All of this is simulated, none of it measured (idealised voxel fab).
process module | voxel transistor to metal
cross-section cut | 245 nm wide | cells 5 nm
A cross-section is a grid of square cells, given in bands from the top down. A band is one or more rows of cells.
Each band's line starts with the height of the band's top and of its bottom, in nm. Then come its materials from left to right, each with its width in nm. One material with "throughout" fills the band from edge to edge. "air" is empty space.
Height 0 is the level under which the wafer as received is all one material. The lowest band goes on downwards, as in "0 down".
A width such as "30 to 40" changes by the same amount from each row of cells to the next, from the band's top row to its bottom row.
"no change" after a step means that no cell of the cross-section changed.
closed voids: empty space of 8 cells or more with no open way to the top, each as width x height at its distance from the left edge, in nm
after a step's settings: what the simulator itself notes on the step
overlay nm, on a step with a mask: how far to the right of its planned place the mask lay; to the left if negative
Each pair below shows a cross-section before one step and the cross-section after it, down to the lowest band that changed. The line under each pair gives the step between them, with its settings. The pairs can come from different runs of this module on the same starting wafer, so a pair continues from the pair above only where its "before" says so.
before
  0 down: Si throughout
  closed voids: none
after
  0 to -5: SiO2 throughout
  below -5: unchanged
  closed voids: none
the step between: op OXIDIZE | depth nm 5
before: the cross-section after the pair above
after
  10 to 0: SiN throughout
  below 0: unchanged
  closed voids: none
the step between: op CONFORMAL_DEP | material SiN | thk nm 10
before: the cross-section after the pair above
after
  10 to 0: air 15 | SiN 95 | air 20 | SiN 95 | air 20
  below 0: unchanged
  closed voids: none
the step between: op MASKED_ETCH | tone cover | mask id ACTIVE | width nm 95 | pitch nm 115 | etch materials SiN | depth nm 10 | overlay nm 0
before: the cross-section after the pair above
after
  10 to 0: air 15 | SiN 95 | air 20 | SiN 95 | air 20
  0 to -5: air 15 | SiO2 95 | air 20 | SiO2 95 | air 20
  below -5: unchanged
  closed voids: none
the step between: op MASKED_ETCH | tone cover | mask id ACTIVE | width nm 95 | pitch nm 115 | etch materials SiO2 | depth nm 5 | overlay nm 0
before: the cross-section after the pair above
after
  10 to 0: air 15 | SiN 95 | air 20 | SiN 95 | air 20
  0 to -5: air 15 | SiO2 95 | air 20 | SiO2 95 | air 20
  -5 to -40: air 15 | Si 95 | air 20 | Si 95 | air 20
  below -40: unchanged
  closed voids: none
the step between: op MASKED_ETCH | tone cover | mask id ACTIVE | width nm 95 | pitch nm 115 | etch materials Si | depth nm 35 | overlay nm 0
before: the cross-section after the pair above
after
  10 to 0: air 15 | SiN 95 | air 20 | SiN 95 | air 20
  0 to -5: air 15 | SiO2 95 | air 20 | SiO2 95 | air 20
  -5 to -40: air 15 | SiO2 5 | Si 85 | SiO2 5 | air 20 | SiO2 5 | Si 85 | SiO2 5 | air 20
  -40 to -45: SiO2 20 | Si 85 | SiO2 30 | Si 85 | SiO2 25
  below -45: unchanged
  closed voids: none
the step between: op OXIDIZE | depth nm 5
before: the cross-section after the pair above
after
  20 to 10: SiO2 throughout
  10 to 0: SiO2 15 | SiN 95 | SiO2 20 | SiN 95 | SiO2 20
  0 to -5: SiO2 throughout
  -5 to -45: SiO2 20 | Si 85 | SiO2 30 | Si 85 | SiO2 25
  below -45: unchanged
  closed voids: none
the step between: op FILL_DEP | material SiO2 | thk nm 10
before: the cross-section after the pair above
after
  10 to 0: SiO2 15 | SiN 95 | SiO2 20 | SiN 95 | SiO2 20
  below 0: unchanged
  closed voids: none
the step between: op CMP | height nm 10
before: the cross-section after the pair above
after
  10 to 0: air 15 | SiN 95 | air 20 | SiN 95 | air 20
  below 0: unchanged
  closed voids: none
the step between: op SELECTIVE_ETCH | etch materials SiO2 | depth nm 10
before: the cross-section after the pair above
after
  0 to -5: SiO2 throughout
  below -5: unchanged
  closed voids: none
the step between: op STRIP | etch materials SiN
before: the cross-section after the pair above
after
  -5 to -45: SiO2 20 | Si 85 | SiO2 30 | Si 85 | SiO2 25
  below -45: unchanged
  closed voids: none
the step between: op SELECTIVE_ETCH | etch materials SiO2 | depth nm 5
before: the cross-section after the pair above
after
  -5 to -10: SiO2 throughout
  below -10: unchanged
  closed voids: none
the step between: op OXIDIZE | depth nm 5
before: the cross-section after the pair above
after
  25 to -5: polySi throughout
  below -5: unchanged
  closed voids: none
the step between: op DIRECTIONAL_DEP | material polySi | thk nm 30
before: the cross-section after the pair above
after
  40 to 25: SiCN throughout
  below 25: unchanged
  closed voids: none
the step between: op DIRECTIONAL_DEP | material SiCN | thk nm 15
before: the cross-section after the pair above
after
  40 to 25: air 50 | SiCN 25 | air 90 | SiCN 25 | air 55
  below 25: unchanged
  closed voids: none
the step between: op MASKED_ETCH | tone cover | mask id GATE | width nm 25 | pitch nm 115 | etch materials SiCN | depth nm 25 | overlay nm 0
before: the cross-section after the pair above
after
  40 to 25: air 50 | SiCN 25 | air 90 | SiCN 25 | air 55
  25 to -5: air 50 | polySi 25 | air 90 | polySi 25 | air 55
  below -5: unchanged
  closed voids: none
the step between: op MASKED_ETCH | tone cover | mask id GATE | width nm 25 | pitch nm 115 | etch materials polySi | depth nm 40 | overlay nm 0
before: the cross-section after the pair above
after
  50 to 40: air 40 | SiN 45 | air 70 | SiN 45 | air 45
  40 to 25: air 40 | SiN 10 | SiCN 25 | SiN 10 | air 70 | SiN 10 | SiCN 25 | SiN 10 | air 45
  25 to 5: air 40 | SiN 10 | polySi 25 | SiN 10 | air 70 | SiN 10 | polySi 25 | SiN 10 | air 45
  5 to -5: SiN 50 | polySi 25 | SiN 90 | polySi 25 | SiN 55
  below -5: unchanged
  closed voids: none
the step between: op CONFORMAL_DEP | material SiN | thk nm 10
before: the cross-section after the pair above
after
  40 to 25: air 40 | SiN 10 | SiCN 25 | SiN 10 | air 70 | SiN 10 | SiCN 25 | SiN 10 | air 45
  25 to -5: air 40 | SiN 10 | polySi 25 | SiN 10 | air 70 | SiN 10 | polySi 25 | SiN 10 | air 45
  below -5: unchanged
  closed voids: none
the step between: op DIRECTIONAL_ETCH | etch materials SiN | depth nm 10
before: the cross-section after the pair above
after
  40 to 25: air 40 | SiN 10 | SiCN 25 | SiN 10 | air 70 | SiN 10 | SiCN 25 | SiN 10 | air 45
  25 to -5: air 40 | SiN 10 | polySi 25 | SiN 10 | air 70 | SiN 10 | polySi 25 | SiN 10 | air 45
  -5 to -10: air 40 | SiO2 45 | air 70 | SiO2 45 | air 45
  below -10: unchanged
  closed voids: none
the step between: op DIRECTIONAL_ETCH | etch materials SiO2 | depth nm 5
before: the cross-section after the pair above
after
  40 to 25: air 40 | SiN 10 | SiCN 25 | SiN 10 | air 70 | SiN 10 | SiCN 25 | SiN 10 | air 45
  25 to -5: air 40 | SiN 10 | polySi 25 | SiN 10 | air 70 | SiN 10 | polySi 25 | SiN 10 | air 45
  -5 to -10: air 40 | SiO2 45 | air 70 | SiO2 45 | air 45
  -10 to -20: SiO2 20 | air 20 | Si 45 | air 20 | SiO2 30 | air 20 | Si 45 | air 20 | SiO2 25
  below -20: unchanged
  closed voids: none
the step between: op DIRECTIONAL_ETCH | etch materials Si | depth nm 10
before: the cross-section after the pair above
after
  40 to 25: air 40 | SiN 10 | SiCN 25 | SiN 10 | air 70 | SiN 10 | SiCN 25 | SiN 10 | air 45
  25 to 0: air 40 | SiN 10 | polySi 25 | SiN 10 | air 70 | SiN 10 | polySi 25 | SiN 10 | air 45
  0 to -5: air 30 | SiGe 10 | SiN 10 | polySi 25 | SiN 10 | SiGe 10 | air 50 | SiGe 10 | SiN 10 | polySi 25 | SiN 10 | SiGe 10 | air 35
  -5 to -10: air 30 | SiGe 10 | SiO2 45 | SiGe 10 | air 50 | SiGe 10 | SiO2 45 | SiGe 10 | air 35
  -10 to -20: SiO2 20 | SiGe 20 | Si 45 | SiGe 20 | SiO2 30 | SiGe 20 | Si 45 | SiGe 20 | SiO2 25
  below -20: unchanged
  closed voids: none
the step between: op EPI | material SiGe | thk nm 10
before: the cross-section after the pair above
after
  45 to 40: SiO2 throughout
  40 to 25: SiO2 40 | SiN 10 | SiCN 25 | SiN 10 | SiO2 70 | SiN 10 | SiCN 25 | SiN 10 | SiO2 45
  25 to 0: SiO2 40 | SiN 10 | polySi 25 | SiN 10 | SiO2 70 | SiN 10 | polySi 25 | SiN 10 | SiO2 45
  0 to -5: SiO2 30 | SiGe 10 | SiN 10 | polySi 25 | SiN 10 | SiGe 10 | SiO2 50 | SiGe 10 | SiN 10 | polySi 25 | SiN 10 | SiGe 10 | SiO2 35
  -5 to -10: SiO2 30 | SiGe 10 | SiO2 45 | SiGe 10 | SiO2 50 | SiGe 10 | SiO2 45 | SiGe 10 | SiO2 35
  below -10: unchanged
  closed voids: none
the step between: op FILL_DEP | material SiO2 | thk nm 5
before: the cross-section after the pair above
after
  25 to 0: SiO2 40 | SiN 10 | polySi 25 | SiN 10 | SiO2 70 | SiN 10 | polySi 25 | SiN 10 | SiO2 45
  below 0: unchanged
  closed voids: none
the step between: op CMP | height nm 25
before: the cross-section after the pair above
after
  25 to 0: SiO2 40 | SiN 10 | air 25 | SiN 10 | SiO2 70 | SiN 10 | air 25 | SiN 10 | SiO2 45
  0 to -5: SiO2 30 | SiGe 10 | SiN 10 | air 25 | SiN 10 | SiGe 10 | SiO2 50 | SiGe 10 | SiN 10 | air 25 | SiN 10 | SiGe 10 | SiO2 35
  below -5: unchanged
  closed voids: none
the step between: op STRIP | etch materials polySi
before: the cross-section after the pair above
after
  25 to 20: air 40 | SiN 10 | air 25 | SiN 10 | air 70 | SiN 10 | air 25 | SiN 10 | air 45
  20 to 0: SiO2 40 | SiN 10 | air 25 | SiN 10 | SiO2 70 | SiN 10 | air 25 | SiN 10 | SiO2 45
  0 to -5: SiO2 30 | SiGe 10 | SiN 10 | air 25 | SiN 10 | SiGe 10 | SiO2 50 | SiGe 10 | SiN 10 | air 25 | SiN 10 | SiGe 10 | SiO2 35
  -5 to -10: SiO2 30 | SiGe 10 | SiO2 5 | air 35 | SiO2 5 | SiGe 10 | SiO2 50 | SiGe 10 | SiO2 5 | air 35 | SiO2 5 | SiGe 10 | SiO2 35
  below -10: unchanged
  closed voids: none
the step between: op SELECTIVE_ETCH | etch materials SiO2 | depth nm 5
before: the cross-section after the pair above
after
  30 to 25: air 35 | HfO2 20 | air 15 | HfO2 20 | air 60 | HfO2 20 | air 15 | HfO2 20 | air 40
  25 to 20: HfO2 40 | SiN 10 | HfO2 5 | air 15 | HfO2 5 | SiN 10 | HfO2 70 | SiN 10 | HfO2 5 | air 15 | HfO2 5 | SiN 10 | HfO2 45
  20 to 0: SiO2 40 | SiN 10 | HfO2 5 | air 15 | HfO2 5 | SiN 10 | SiO2 70 | SiN 10 | HfO2 5 | air 15 | HfO2 5 | SiN 10 | SiO2 45
  0 to -5: SiO2 30 | SiGe 10 | SiN 10 | HfO2 5 | air 15 | HfO2 5 | SiN 10 | SiGe 10 | SiO2 50 | SiGe 10 | SiN 10 | HfO2 5 | air 15 | HfO2 5 | SiN 10 | SiGe 10 | SiO2 35
  -5 to -10: SiO2 30 | SiGe 10 | SiO2 5 | HfO2 35 | SiO2 5 | SiGe 10 | SiO2 50 | SiGe 10 | SiO2 5 | HfO2 35 | SiO2 5 | SiGe 10 | SiO2 35
  below -10: unchanged
  closed voids: none
the step between: op CONFORMAL_DEP | material HfO2 | thk nm 5
before: the cross-section after the pair above
after
  35 to 30: air 30 | TiN 30 | air 5 | TiN 30 | air 50 | TiN 30 | air 5 | TiN 30 | air 35
  30 to 25: TiN 35 | HfO2 20 | TiN 5 | air 5 | TiN 5 | HfO2 20 | TiN 60 | HfO2 20 | TiN 5 | air 5 | TiN 5 | HfO2 20 | TiN 40
  25 to 20: HfO2 40 | SiN 10 | HfO2 5 | TiN 5 | air 5 | TiN 5 | HfO2 5 | SiN 10 | HfO2 70 | SiN 10 | HfO2 5 | TiN 5 | air 5 | TiN 5 | HfO2 5 | SiN 10 | HfO2 45
  20 to 0: SiO2 40 | SiN 10 | HfO2 5 | TiN 5 | air 5 | TiN 5 | HfO2 5 | SiN 10 | SiO2 70 | SiN 10 | HfO2 5 | TiN 5 | air 5 | TiN 5 | HfO2 5 | SiN 10 | SiO2 45
  0 to -5: SiO2 30 | SiGe 10 | SiN 10 | HfO2 5 | TiN 15 | HfO2 5 | SiN 10 | SiGe 10 | SiO2 50 | SiGe 10 | SiN 10 | HfO2 5 | TiN 15 | HfO2 5 | SiN 10 | SiGe 10 | SiO2 35
  below -5: unchanged
  closed voids: none
the step between: op CONFORMAL_DEP | material TiN | thk nm 5
before: the cross-section after the pair above
after
  45 to 35: W throughout
  35 to 30: W 30 | TiN 30 | W 5 | TiN 30 | W 50 | TiN 30 | W 5 | TiN 30 | W 35
  30 to 25: TiN 35 | HfO2 20 | TiN 5 | W 5 | TiN 5 | HfO2 20 | TiN 60 | HfO2 20 | TiN 5 | W 5 | TiN 5 | HfO2 20 | TiN 40
  25 to 20: HfO2 40 | SiN 10 | HfO2 5 | TiN 5 | W 5 | TiN 5 | HfO2 5 | SiN 10 | HfO2 70 | SiN 10 | HfO2 5 | TiN 5 | W 5 | TiN 5 | HfO2 5 | SiN 10 | HfO2 45
  20 to 0: SiO2 40 | SiN 10 | HfO2 5 | TiN 5 | W 5 | TiN 5 | HfO2 5 | SiN 10 | SiO2 70 | SiN 10 | HfO2 5 | TiN 5 | W 5 | TiN 5 | HfO2 5 | SiN 10 | SiO2 45
  below 0: unchanged
  closed voids: none
the step between: op FILL_DEP | material W | thk nm 10
before: the cross-section after the pair above
after
  20 to 0: SiO2 40 | SiN 10 | HfO2 5 | TiN 5 | W 5 | TiN 5 | HfO2 5 | SiN 10 | SiO2 70 | SiN 10 | HfO2 5 | TiN 5 | W 5 | TiN 5 | HfO2 5 | SiN 10 | SiO2 45
  below 0: unchanged
  closed voids: none
the step between: op CMP | height nm 20
before: the cross-section after the pair above
after
  35 to 20: SiO2 throughout
  below 20: unchanged
  closed voids: none
the step between: op DIRECTIONAL_DEP | material SiO2 | thk nm 15
before: the cross-section after the pair above
after
  45 to 35: aC throughout
  below 35: unchanged
  closed voids: none
the step between: op DIRECTIONAL_DEP | material aC | thk nm 10
before: the cross-section after the pair above
after
  75 to 45: resist 20 | air 15 | resist 55 | air 15 | resist 30 | air 15 | resist 55 | air 15 | resist 25
  below 45: unchanged
  closed voids: none
the step between: op PATTERN | tone open | mask id CONTACT | material resist | width nm 15 | thk nm 30 | overlay nm 0
before: the cross-section after the pair above
after
  65 to 45: resist 20 | air 15 | resist 55 | air 15 | resist 30 | air 15 | resist 55 | air 15 | resist 25
  45 to 35: aC 20 | air 15 | aC 55 | air 15 | aC 30 | air 15 | aC 55 | air 15 | aC 25
  below 35: unchanged
  closed voids: none
the step between: op DIRECTIONAL_ETCH | etch materials aC | depth nm 10
before: the cross-section after the pair above
after
  45 to 35: aC 20 | air 15 | aC 55 | air 15 | aC 30 | air 15 | aC 55 | air 15 | aC 25
  below 35: unchanged
  closed voids: none
the step between: op STRIP | etch materials resist
before: the cross-section after the pair above
after
  45 to 35: aC 20 | air 15 | aC 55 | air 15 | aC 30 | air 15 | aC 55 | air 15 | aC 25
  35 to 20: SiO2 20 | air 15 | SiO2 55 | air 15 | SiO2 30 | air 15 | SiO2 55 | air 15 | SiO2 25
  20 to 0: SiO2 20 | air 15 | SiO2 5 | SiN 10 | HfO2 5 | TiN 5 | W 5 | TiN 5 | HfO2 5 | SiN 10 | SiO2 5 | air 15 | SiO2 30 | air 15 | SiO2 5 | SiN 10 | HfO2 5 | TiN 5 | W 5 | TiN 5 | HfO2 5 | SiN 10 | SiO2 5 | air 15 | SiO2 25
  0 to -5: SiO2 20 | air 10 | SiGe 10 | SiN 10 | HfO2 5 | TiN 15 | HfO2 5 | SiN 10 | SiGe 10 | air 10 | SiO2 30 | air 10 | SiGe 10 | SiN 10 | HfO2 5 | TiN 15 | HfO2 5 | SiN 10 | SiGe 10 | air 10 | SiO2 25
  -5 to -10: SiO2 20 | air 10 | SiGe 10 | SiO2 5 | HfO2 35 | SiO2 5 | SiGe 10 | air 10 | SiO2 30 | air 10 | SiGe 10 | SiO2 5 | HfO2 35 | SiO2 5 | SiGe 10 | air 10 | SiO2 25
  below -10: unchanged
  closed voids: none
the step between: op DIRECTIONAL_ETCH | etch materials SiO2 | depth nm 45
before: the cross-section after the pair above
after
  35 to 20: SiO2 20 | air 15 | SiO2 55 | air 15 | SiO2 30 | air 15 | SiO2 55 | air 15 | SiO2 25
  below 20: unchanged
  closed voids: none
the step between: op STRIP | etch materials aC
before: the cross-section after the pair above
after
  40 to 35: TiN 25 | air 5 | TiN 65 | air 5 | TiN 40 | air 5 | TiN 65 | air 5 | TiN 30
  35 to 20: SiO2 20 | TiN 5 | air 5 | TiN 5 | SiO2 55 | TiN 5 | air 5 | TiN 5 | SiO2 30 | TiN 5 | air 5 | TiN 5 | SiO2 55 | TiN 5 | air 5 | TiN 5 | SiO2 25
  20 to 5: SiO2 20 | TiN 5 | air 5 | TiN 5 | SiO2 5 | SiN 10 | HfO2 5 | TiN 5 | W 5 | TiN 5 | HfO2 5 | SiN 10 | SiO2 5 | TiN 5 | air 5 | TiN 5 | SiO2 30 | TiN 5 | air 5 | TiN 5 | SiO2 5 | SiN 10 | HfO2 5 | TiN 5 | W 5 | TiN 5 | HfO2 5 | SiN 10 | SiO2 5 | TiN 5 | air 5 | TiN 5 | SiO2 25
  5 to 0: SiO2 20 | TiN 15 | SiO2 5 | SiN 10 | HfO2 5 | TiN 5 | W 5 | TiN 5 | HfO2 5 | SiN 10 | SiO2 5 | TiN 15 | SiO2 30 | TiN 15 | SiO2 5 | SiN 10 | HfO2 5 | TiN 5 | W 5 | TiN 5 | HfO2 5 | SiN 10 | SiO2 5 | TiN 15 | SiO2 25
  0 to -5: SiO2 20 | TiN 10 | SiGe 10 | SiN 10 | HfO2 5 | TiN 15 | HfO2 5 | SiN 10 | SiGe 10 | TiN 10 | SiO2 30 | TiN 10 | SiGe 10 | SiN 10 | HfO2 5 | TiN 15 | HfO2 5 | SiN 10 | SiGe 10 | TiN 10 | SiO2 25
  -5 to -10: SiO2 20 | TiN 10 | SiGe 10 | SiO2 5 | HfO2 35 | SiO2 5 | SiGe 10 | TiN 10 | SiO2 30 | TiN 10 | SiGe 10 | SiO2 5 | HfO2 35 | SiO2 5 | SiGe 10 | TiN 10 | SiO2 25
  below -10: unchanged
  closed voids: none
the step between: op CONFORMAL_DEP | material TiN | thk nm 5
before: the cross-section after the pair above
after
  45 to 40: W throughout
  40 to 35: TiN 25 | W 5 | TiN 65 | W 5 | TiN 40 | W 5 | TiN 65 | W 5 | TiN 30
  35 to 20: SiO2 20 | TiN 5 | W 5 | TiN 5 | SiO2 55 | TiN 5 | W 5 | TiN 5 | SiO2 30 | TiN 5 | W 5 | TiN 5 | SiO2 55 | TiN 5 | W 5 | TiN 5 | SiO2 25
  20 to 5: SiO2 20 | TiN 5 | W 5 | TiN 5 | SiO2 5 | SiN 10 | HfO2 5 | TiN 5 | W 5 | TiN 5 | HfO2 5 | SiN 10 | SiO2 5 | TiN 5 | W 5 | TiN 5 | SiO2 30 | TiN 5 | W 5 | TiN 5 | SiO2 5 | SiN 10 | HfO2 5 | TiN 5 | W 5 | TiN 5 | HfO2 5 | SiN 10 | SiO2 5 | TiN 5 | W 5 | TiN 5 | SiO2 25
  below 5: unchanged
  closed voids: none
the step between: op FILL_DEP | material W | thk nm 5
before: the cross-section after the pair above
after
  35 to 20: SiO2 20 | TiN 5 | W 5 | TiN 5 | SiO2 55 | TiN 5 | W 5 | TiN 5 | SiO2 30 | TiN 5 | W 5 | TiN 5 | SiO2 55 | TiN 5 | W 5 | TiN 5 | SiO2 25
  below 20: unchanged
  closed voids: none
the step between: op CMP | height nm 35
before: the cross-section after the pair above
after
  40 to 35: SiCN throughout
  below 35: unchanged
  closed voids: none
the step between: op CONFORMAL_DEP | material SiCN | thk nm 5
before: the cross-section after the pair above
after
  65 to 40: lowk throughout
  below 40: unchanged
  closed voids: none
the step between: op DIRECTIONAL_DEP | material lowk | thk nm 25
before: the cross-section after the pair above
after
  80 to 65: aC throughout
  below 65: unchanged
  closed voids: none
the step between: op DIRECTIONAL_DEP | material aC | thk nm 15
before: the cross-section after the pair above
after
  115 to 80: resist 20 | air 15 | resist 55 | air 15 | resist 30 | air 15 | resist 55 | air 15 | resist 25
  below 80: unchanged
  closed voids: none
the step between: op PATTERN | tone open | mask id METAL_1 | material resist | width nm 15 | thk nm 35 | overlay nm 0
before: the cross-section after the pair above
after
  100 to 80: resist 20 | air 15 | resist 55 | air 15 | resist 30 | air 15 | resist 55 | air 15 | resist 25
  80 to 65: aC 20 | air 15 | aC 55 | air 15 | aC 30 | air 15 | aC 55 | air 15 | aC 25
  below 65: unchanged
  closed voids: none
the step between: op DIRECTIONAL_ETCH | etch materials aC | depth nm 15
before: the cross-section after the pair above
after
  80 to 65: aC 20 | air 15 | aC 55 | air 15 | aC 30 | air 15 | aC 55 | air 15 | aC 25
  below 65: unchanged
  closed voids: none
the step between: op STRIP | etch materials resist
before: the cross-section after the pair above
after
  80 to 65: aC 20 | air 15 | aC 55 | air 15 | aC 30 | air 15 | aC 55 | air 15 | aC 25
  65 to 40: lowk 20 | air 15 | lowk 55 | air 15 | lowk 30 | air 15 | lowk 55 | air 15 | lowk 25
  below 40: unchanged
  closed voids: none
the step between: op DIRECTIONAL_ETCH | etch materials lowk | depth nm 25
before: the cross-section after the pair above
after
  80 to 65: aC 20 | air 15 | aC 55 | air 15 | aC 30 | air 15 | aC 55 | air 15 | aC 25
  65 to 40: lowk 20 | air 15 | lowk 55 | air 15 | lowk 30 | air 15 | lowk 55 | air 15 | lowk 25
  40 to 35: SiCN 20 | air 15 | SiCN 55 | air 15 | SiCN 30 | air 15 | SiCN 55 | air 15 | SiCN 25
  below 35: unchanged
  closed voids: none
the step between: op DIRECTIONAL_ETCH | etch materials SiCN | depth nm 5
before: the cross-section after the pair above
after
  65 to 40: lowk 20 | air 15 | lowk 55 | air 15 | lowk 30 | air 15 | lowk 55 | air 15 | lowk 25
  below 40: unchanged
  closed voids: none
the step between: op STRIP | etch materials aC
before: the cross-section after the pair above
after
  70 to 65: TiN 25 | air 5 | TiN 65 | air 5 | TiN 40 | air 5 | TiN 65 | air 5 | TiN 30
  65 to 40: lowk 20 | TiN 5 | air 5 | TiN 5 | lowk 55 | TiN 5 | air 5 | TiN 5 | lowk 30 | TiN 5 | air 5 | TiN 5 | lowk 55 | TiN 5 | air 5 | TiN 5 | lowk 25
  40 to 35: SiCN 20 | TiN 15 | SiCN 55 | TiN 15 | SiCN 30 | TiN 15 | SiCN 55 | TiN 15 | SiCN 25
  below 35: unchanged
  closed voids: none
the step between: op CONFORMAL_DEP | material TiN | thk nm 5
before: the cross-section after the pair above
after
  80 to 70: Cu throughout
  70 to 65: TiN 25 | Cu 5 | TiN 65 | Cu 5 | TiN 40 | Cu 5 | TiN 65 | Cu 5 | TiN 30
  65 to 40: lowk 20 | TiN 5 | Cu 5 | TiN 5 | lowk 55 | TiN 5 | Cu 5 | TiN 5 | lowk 30 | TiN 5 | Cu 5 | TiN 5 | lowk 55 | TiN 5 | Cu 5 | TiN 5 | lowk 25
  below 40: unchanged
  closed voids: none
the step between: op FILL_DEP | material Cu | thk nm 10
before: the cross-section after the pair above
after
  65 to 40: lowk 20 | TiN 5 | Cu 5 | TiN 5 | lowk 55 | TiN 5 | Cu 5 | TiN 5 | lowk 30 | TiN 5 | Cu 5 | TiN 5 | lowk 55 | TiN 5 | Cu 5 | TiN 5 | lowk 25
  below 40: unchanged
  closed voids: none
the step between: op CMP | height nm 65
before: the cross-section after the pair above
after
  70 to 65: SiCN throughout
  below 65: unchanged
  closed voids: none
the step between: op CONFORMAL_DEP | material SiCN | thk nm 5
before: the cross-section after the pair above
after
  95 to 70: SiO2 throughout
  below 70: unchanged
  closed voids: none
the step between: op DIRECTIONAL_DEP | material SiO2 | thk nm 25
before: the cross-section after the pair above
after
  105 to 95: aC throughout
  below 95: unchanged
  closed voids: none
the step between: op DIRECTIONAL_DEP | material aC | thk nm 10
before: the cross-section after the pair above
after
  130 to 105: resist 20 | air 15 | resist 100 | air 15 | resist 95
  below 105: unchanged
  closed voids: none
the step between: op PATTERN | tone open | mask id METAL_2 | material resist | width nm 15 | pitch nm 115 | thk nm 25 | overlay nm 0
before: the cross-section after the pair above
after
  120 to 105: resist 20 | air 15 | resist 100 | air 15 | resist 95
  105 to 95: aC 20 | air 15 | aC 100 | air 15 | aC 95
  below 95: unchanged
  closed voids: none
the step between: op DIRECTIONAL_ETCH | etch materials aC | depth nm 10
before: the cross-section after the pair above
after
  105 to 95: aC 20 | air 15 | aC 100 | air 15 | aC 95
  below 95: unchanged
  closed voids: none
the step between: op STRIP | etch materials resist
before: the cross-section after the pair above
after
  105 to 95: aC 20 | air 15 | aC 100 | air 15 | aC 95
  95 to 80: SiO2 20 | air 15 | SiO2 100 | air 15 | SiO2 95
  below 80: unchanged
  closed voids: none
the step between: op DIRECTIONAL_ETCH | etch materials SiO2 | depth nm 15
before: the cross-section after the pair above
after
  95 to 80: SiO2 20 | air 15 | SiO2 100 | air 15 | SiO2 95
  below 80: unchanged
  closed voids: none
the step between: op STRIP | etch materials aC
before: the cross-section after the pair above
after
  110 to 95: aC 20 | air 15 | aC 100 | air 15 | aC 95
  95 to 80: SiO2 20 | aC 15 | SiO2 100 | aC 15 | SiO2 95
  below 80: unchanged
  closed voids: none
the step between: op DIRECTIONAL_DEP | material aC | thk nm 15
before: the cross-section after the pair above
after
  145 to 110: resist 20 | air 15 | resist 100 | air 15 | resist 95
  below 110: unchanged
  closed voids: none
the step between: op PATTERN | tone open | mask id METAL_2_HOLES | material resist | width nm 15 | pitch nm 115 | thk nm 35 | overlay nm 0
before: the cross-section after the pair above
after
  130 to 110: resist 20 | air 15 | resist 100 | air 15 | resist 95
  110 to 95: aC 20 | air 15 | aC 100 | air 15 | aC 95
  95 to 80: SiO2 20 | air 15 | SiO2 100 | air 15 | SiO2 95
  below 80: unchanged
  closed voids: none
the step between: op DIRECTIONAL_ETCH | etch materials aC | depth nm 15
before: the cross-section after the pair above
after
  110 to 95: aC 20 | air 15 | aC 100 | air 15 | aC 95
  below 95: unchanged
  closed voids: none
the step between: op STRIP | etch materials resist
before: the cross-section after the pair above
after
  110 to 95: aC 20 | air 15 | aC 100 | air 15 | aC 95
  95 to 70: SiO2 20 | air 15 | SiO2 100 | air 15 | SiO2 95
  below 70: unchanged
  closed voids: none
the step between: op DIRECTIONAL_ETCH | etch materials SiO2 | depth nm 10
before: the cross-section after the pair above
after
  110 to 95: aC 20 | air 15 | aC 100 | air 15 | aC 95
  95 to 70: SiO2 20 | air 15 | SiO2 100 | air 15 | SiO2 95
  70 to 65: SiCN 20 | air 15 | SiCN 100 | air 15 | SiCN 95
  below 65: unchanged
  closed voids: none
the step between: op DIRECTIONAL_ETCH | etch materials SiCN | depth nm 5
before: the cross-section after the pair above
after
  95 to 70: SiO2 20 | air 15 | SiO2 100 | air 15 | SiO2 95
  below 70: unchanged
  closed voids: none
the step between: op STRIP | etch materials aC
before: the cross-section after the pair above
after
  100 to 95: TiN 25 | air 5 | TiN 110 | air 5 | TiN 100
  95 to 70: SiO2 20 | TiN 5 | air 5 | TiN 5 | SiO2 100 | TiN 5 | air 5 | TiN 5 | SiO2 95
  70 to 65: SiCN 20 | TiN 15 | SiCN 100 | TiN 15 | SiCN 95
  below 65: unchanged
  closed voids: none
the step between: op CONFORMAL_DEP | material TiN | thk nm 5
before: the cross-section after the pair above
after
  110 to 100: Cu throughout
  100 to 95: TiN 25 | Cu 5 | TiN 110 | Cu 5 | TiN 100
  95 to 70: SiO2 20 | TiN 5 | Cu 5 | TiN 5 | SiO2 100 | TiN 5 | Cu 5 | TiN 5 | SiO2 95
  below 70: unchanged
  closed voids: none
the step between: op FILL_DEP | material Cu | thk nm 10
before: the cross-section after the pair above
after
  95 to 70: SiO2 20 | TiN 5 | Cu 5 | TiN 5 | SiO2 100 | TiN 5 | Cu 5 | TiN 5 | SiO2 95
  below 70: unchanged
  closed voids: none
the step between: op CMP | height nm 95
before: the cross-section after the pair above
after
  100 to 95: SiN throughout
  below 95: unchanged
  closed voids: none
the step between: op CONFORMAL_DEP | material SiN | thk nm 5
before
  25 to 20: air 40 | SiN 10 | air 25 | SiN 10 | air 70 | SiN 10 | air 25 | SiN 10 | air 45
  20 to 0: SiO2 40 | SiN 10 | air 25 | SiN 10 | SiO2 70 | SiN 10 | air 25 | SiN 10 | SiO2 45
  0 to -5: SiO2 30 | SiGe 10 | SiN 10 | air 25 | SiN 10 | SiGe 10 | SiO2 50 | SiGe 10 | SiN 10 | air 25 | SiN 10 | SiGe 10 | SiO2 35
  -5 to -10: SiO2 30 | SiGe 10 | SiO2 5 | air 35 | SiO2 5 | SiGe 10 | SiO2 50 | SiGe 10 | SiO2 5 | air 35 | SiO2 5 | SiGe 10 | SiO2 35
  -10 to -20: SiO2 20 | SiGe 20 | Si 45 | SiGe 20 | SiO2 30 | SiGe 20 | Si 45 | SiGe 20 | SiO2 25
  -20 to -45: SiO2 20 | Si 85 | SiO2 30 | Si 85 | SiO2 25
  -45 down: Si throughout
  closed voids: none
after
  30 to 25: air 35 | TiN 20 | air 15 | TiN 20 | air 60 | TiN 20 | air 15 | TiN 20 | air 40
  25 to 20: TiN 40 | SiN 10 | TiN 5 | air 15 | TiN 5 | SiN 10 | TiN 70 | SiN 10 | TiN 5 | air 15 | TiN 5 | SiN 10 | TiN 45
  20 to 0: SiO2 40 | SiN 10 | TiN 5 | air 15 | TiN 5 | SiN 10 | SiO2 70 | SiN 10 | TiN 5 | air 15 | TiN 5 | SiN 10 | SiO2 45
  0 to -5: SiO2 30 | SiGe 10 | SiN 10 | TiN 5 | air 15 | TiN 5 | SiN 10 | SiGe 10 | SiO2 50 | SiGe 10 | SiN 10 | TiN 5 | air 15 | TiN 5 | SiN 10 | SiGe 10 | SiO2 35
  -5 to -10: SiO2 30 | SiGe 10 | SiO2 5 | TiN 35 | SiO2 5 | SiGe 10 | SiO2 50 | SiGe 10 | SiO2 5 | TiN 35 | SiO2 5 | SiGe 10 | SiO2 35
  below -10: unchanged
  closed voids: none
the step between: op CONFORMAL_DEP | material TiN | thk nm 5
